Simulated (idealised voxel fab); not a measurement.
process module | voxel air gaps
cross-section cut | 205 nm wide | cells 5 nm
A cross-section is a grid of square cells, given in bands from the top down. A band is one or more rows of cells.
Each band's line starts with the height of the band's top and of its bottom, in nm. Then come its materials from left to right, each with its width in nm. One material with "throughout" fills the band from edge to edge. "air" is empty space.
Height 0 is the level under which the wafer as received is all one material. The lowest band goes on downwards, as in "0 down".
A width such as "30 to 40" changes by the same amount from each row of cells to the next, from the band's top row to its bottom row.
"no change" after a step means that no cell of the cross-section changed.
closed voids: empty space of 8 cells or more with no open way to the top, each as width x height at its distance from the left edge, in nm
after a step's settings: what the simulator itself notes on the step
overlay nm, on a step with a mask: how far to the right of its planned place the mask lay; to the left if negative
plan
1 op RECEIVE | material Si
2 op CONFORMAL_DEP | material SiO2 | thk nm 15
3 op CONFORMAL_DEP | material SiN | thk nm 5
4 op DIRECTIONAL_DEP | material lowk | thk nm 40
5 op DIRECTIONAL_DEP | material aC | thk nm 15
6 op PATTERN | tone open | mask id LINES | material resist | width nm 25 | pitch nm 50 | thk nm 30 | overlay nm 0
7 op DIRECTIONAL_ETCH | etch materials aC | depth nm 15
8 op STRIP | etch materials resist
9 op DIRECTIONAL_ETCH | etch materials lowk | depth nm 40
10 op STRIP | etch materials aC
11 op CONFORMAL_DEP | material TiN | thk nm 5
12 op FILL_DEP | material W | thk nm 10
13 op CMP | height nm 60
14 op EPI | material Ru | thk nm 10
15 op SELECTIVE_ETCH | etch materials lowk | depth nm 50
16 op CONFORMAL_DEP | material SiCN | thk nm 5
as received, after step 1
  0 down: Si throughout
  closed voids: none
a wafer at the end: this start, this plan, one mistake
  85 to 70: air 15 | SiCN 175 | air 15
  70 to 60: air 15 | SiCN 15 | Ru 45 | SiCN 5 | Ru 45 | SiCN 5 | Ru 45 | SiCN 15 | air 15
  60 to 55: air 15 | SiCN 25 | TiN 5 | W 15 | TiN 5 | SiCN 25 | TiN 5 | W 15 | TiN 5 | SiCN 25 | TiN 5 | W 15 | TiN 5 | SiCN 25 | air 15
  55 to 45: air 15 | SiCN 25 | TiN 5 | W 15 | TiN 5 | SiCN 5 | air 15 | SiCN 5 | TiN 5 | W 15 | TiN 5 | SiCN 5 | air 15 | SiCN 5 | TiN 5 | W 15 | TiN 5 | SiCN 25 | air 15
  45 to 35: air 25 | SiCN 15 | TiN 5 | W 15 | TiN 5 | SiCN 5 | air 15 | SiCN 5 | TiN 5 | W 15 | TiN 5 | SiCN 5 | air 15 | SiCN 5 | TiN 5 | W 15 | TiN 5 | SiCN 15 | air 25
  35 to 25: SiCN 40 | TiN 5 | W 15 | TiN 5 | SiCN 5 | air 15 | SiCN 5 | TiN 5 | W 15 | TiN 5 | SiCN 5 | air 15 | SiCN 5 | TiN 5 | W 15 | TiN 5 | SiCN 40
  25 to 20: SiCN 40 | TiN 25 | SiCN 25 | TiN 25 | SiCN 25 | TiN 25 | SiCN 40
  20 to 15: SiN throughout
  15 to 0: SiO2 throughout
  0 down: Si throughout
  closed voids: 15 x 30 at 70; 15 x 30 at 120
what went wrong: step 16 ran as: op CONFORMAL_DEP | material SiCN | thk nm 15
